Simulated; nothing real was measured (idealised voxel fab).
Process module in this document: voxel transistor to metal
Displayed cross-section: cut, width of 155 nm, square cells sized 5 nm.
Reading order for cross-sections: top band down to bottom band. Underlying form: a grid of square cells. Band size: one or more rows of cells. Band: top and bottom heights (nm) first, top before bottom; then materials from left to right, widths in nm. "all across" marks a sole material filling the band edge to edge. "air" denotes empty space. Height 0 is the level under which the wafer as received is all one material. The lowest band goes on downwards, as in "0..down". A width given as "30->40" starts at the first number in the band's top row and ends at the second number in its bottom row, shifting by an equal amount at every step from row to row. "stayed the same", as given for a step, is the statement that not any cell of the cross-section underwent a change during that step. Heads up: "Sealed internal voids" only lists the empty pockets with no open path to the top that are 8 cells or more, and it writes them as width x height at distance, distance from the left edge, in nm. Step line, after settings: the simulator's comment on this step. overlay nm: right-of-plan distance of the mask on a masked step; negative values mean left-of-plan.

These are the steps we planned for the process
step 1: op RECEIVE | material Si
step 2: op OXIDIZE | depth nm 5
step 3: op CONFORMAL_DEP | material SiN | thk nm 15
step 4: op MASKED_ETCH | tone cover | mask id ACTIVE | width nm 105 | etch materials SiN | depth nm 15 | overlay nm 0
step 5: op MASKED_ETCH | tone cover | mask id ACTIVE | width nm 105 | etch materials SiO2 | depth nm 5 | overlay nm 0
step 6: op MASKED_ETCH | tone cover | mask id ACTIVE | width nm 105 | etch materials Si | depth nm 35 | overlay nm 0
step 7: op OXIDIZE | depth nm 5
step 8: op FILL_DEP | material SiO2 | thk nm 10
step 9: op CMP | height nm 15
step 10: op SELECTIVE_ETCH | etch materials SiO2 | depth nm 10
step 11: op STRIP | etch materials SiN
step 12: op SELECTIVE_ETCH | etch materials SiO2 | depth nm 5
step 13: op OXIDIZE | depth nm 5
step 14: op DIRECTIONAL_DEP | material polySi | thk nm 25
step 15: op DIRECTIONAL_DEP | material SiCN | thk nm 15
step 16: op DIRECTIONAL_DEP | material aC | thk nm 10
step 17: op PATTERN | tone cover | mask id GATE | material resist | width nm 15 | thk nm 25 | overlay nm 0
step 18: op DIRECTIONAL_ETCH | etch materials aC | depth nm 10
step 19: op STRIP | etch materials resist
step 20: op DIRECTIONAL_ETCH | etch materials SiCN | depth nm 25
step 21: op DIRECTIONAL_ETCH | etch materials polySi | depth nm 35
step 22: op STRIP | etch materials aC
step 23: op CONFORMAL_DEP | material SiO2 | thk nm 5
step 24: op DIRECTIONAL_ETCH | etch materials SiO2 | depth nm 5
step 25: op CONFORMAL_DEP | material SiN | thk nm 10
step 26: op DIRECTIONAL_ETCH | etch materials SiN | depth nm 10
step 27: op DIRECTIONAL_ETCH | etch materials SiO2 | depth nm 5
step 28: op DIRECTIONAL_ETCH | etch materials Si | depth nm 5
step 29: op EPI | material pSi | thk nm 10
step 30: op FILL_DEP | material SiO2 | thk nm 5
step 31: op CMP | height nm 35
step 32: op DIRECTIONAL_DEP | material SiO2 | thk nm 15
step 33: op PATTERN | tone open | mask id CONTACT | material resist | width nm 20 | pitch nm 65 | thk nm 20 | overlay nm 0
step 34: op DIRECTIONAL_ETCH | etch materials SiO2 | depth nm 50
step 35: op STRIP | etch materials resist
step 36: op CONFORMAL_DEP | material TiN | thk nm 5
step 37: op FILL_DEP | material W | thk nm 5
step 38: op CMP | height nm 50
step 39: op CONFORMAL_DEP | material SiCN | thk nm 5
step 40: op DIRECTIONAL_DEP | material SiO2 | thk nm 25
step 41: op PATTERN | tone open | mask id METAL_1 | material resist | width nm 20 | pitch nm 65 | thk nm 15 | overlay nm 0
step 42: op DIRECTIONAL_ETCH | etch materials SiO2 | depth nm 25
step 43: op DIRECTIONAL_ETCH | etch materials SiCN | depth nm 5
step 44: op STRIP | etch materials resist
step 45: op CONFORMAL_DEP | material TiN | thk nm 5
step 46: op FILL_DEP | material W | thk nm 5
step 47: op CMP | height nm 80
step 48: op EPI | material Ru | thk nm 5
step 49: op FILL_DEP | material SiCN | thk nm 5
The plan shows the width nm of step 17 as the first wafer had it; this setting differs between the wafers, which start out alike.

First of several wafers (as received, post step 1), cross-sectional view
    0..down  Si all across
    Sealed internal voids: none

End-of-module cross-section, first of several wafers, after last step 49
    90..85  SiCN all across
    85..80  SiCN=30  Ru=30  SiCN=35  Ru=30  SiCN=30
    80..55  SiO2=35  TiN=5  W=10  TiN=5  SiO2=45  TiN=5  W=10  TiN=5  SiO2=35
    55..50  SiCN=35  TiN=20  SiCN=45  TiN=20  SiCN=35
    50..35  SiO2=35  TiN=5  W=10  TiN=5  SiO2=45  TiN=5  W=10  TiN=5  SiO2=35
    35..20  SiO2=35  TiN=5  W=10  TiN=5  SiN=10  SiO2=5  SiCN=15  SiO2=5  SiN=10  TiN=5  W=10  TiN=5  SiO2=35
    20..5  SiO2=35  TiN=5  W=10  TiN=5  SiN=10  SiO2=5  polySi=15  SiO2=5  SiN=10  TiN=5  W=10  TiN=5  SiO2=35
    5..0  SiO2=35  TiN=20  SiN=10  SiO2=5  polySi=15  SiO2=5  SiN=10  TiN=20  SiO2=35
    0..-5  SiO2=25  SiN=10  pSi=20  SiN=10  SiO2=5  polySi=15  SiO2=5  SiN=10  pSi=20  SiN=10  SiO2=25
    -5..-10  SiO2=35  pSi=20  SiO2=45  pSi=20  SiO2=35
    -10..-15  SiO2=30  Si=5  pSi=20  Si=45  pSi=20  Si=5  SiO2=30
    -15..-45  SiO2=30  Si=95  SiO2=30
    -45..down  Si all across
    Sealed internal voids: none

At the end of the module, the last of several wafers in cross-section
    90..85  SiCN all across
    85..80  SiCN=30  Ru=30  SiCN=35  Ru=30  SiCN=30
    80..55  SiO2=35  TiN=5  W=10  TiN=5  SiO2=45  TiN=5  W=10  TiN=5  SiO2=35
    55..50  SiCN=35  TiN=20  SiCN=45  TiN=20  SiCN=35
    50..40  SiO2=35  TiN=5  W=10  TiN=5  SiO2=45  TiN=5  W=10  TiN=5  SiO2=35
    40..35  SiO2=35  TiN=5  W=5  TiN=10  SiO2=45  TiN=20  SiO2=35
    35..20  SiO2=35  TiN=5  W=5  TiN=5  SiN=10  SiO2=5  SiCN=30  SiO2=5  SiN=10  TiN=10  SiO2=35
    20..5  SiO2=35  TiN=5  W=5  TiN=5  SiN=10  SiO2=5  polySi=30  SiO2=5  SiN=10  TiN=10  SiO2=35
    5..0  SiO2=35  TiN=15  SiN=10  SiO2=5  polySi=30  SiO2=5  SiN=10  TiN=10  SiO2=35
    0..-5  SiO2=25  SiN=10  pSi=15  SiN=10  SiO2=5  polySi=30  SiO2=5  SiN=10  pSi=10  SiN=10  SiO2=25
    -5..-10  SiO2=35  pSi=15  SiO2=60  pSi=10  SiO2=35
    -10..-15  SiO2=30  Si=5  pSi=15  Si=60  pSi=10  Si=5  SiO2=30
    -15..-45  SiO2=30  Si=95  SiO2=30
    -45..down  Si all across
    Sealed internal voids: none

The following table contains a row per wafer, in which are reported, at the conclusion of the module, the cells of each material gained (+) or lost (-) since the wafer's receipt, with its closed voids given thereafter
width nm 15 | +12 Ru | -154 Si | +82 SiCN | +36 SiN | +415 SiO2 | +72 TiN | +56 W | +24 pSi | +15 polySi | Sealed internal voids: none
width nm 20 | +12 Ru | -153 Si | +85 SiCN | +36 SiN | +416 SiO2 | +72 TiN | +49 W | +21 pSi | +20 polySi | Sealed internal voids: none
width nm 25 | +12 Ru | -152 Si | +88 SiCN | +36 SiN | +417 SiO2 | +72 TiN | +42 W | +18 pSi | +25 polySi | Sealed internal voids: none
width nm 30 | +12 Ru | -151 Si | +91 SiCN | +36 SiN | +418 SiO2 | +72 TiN | +35 W | +15 pSi | +30 polySi | Sealed internal voids: none
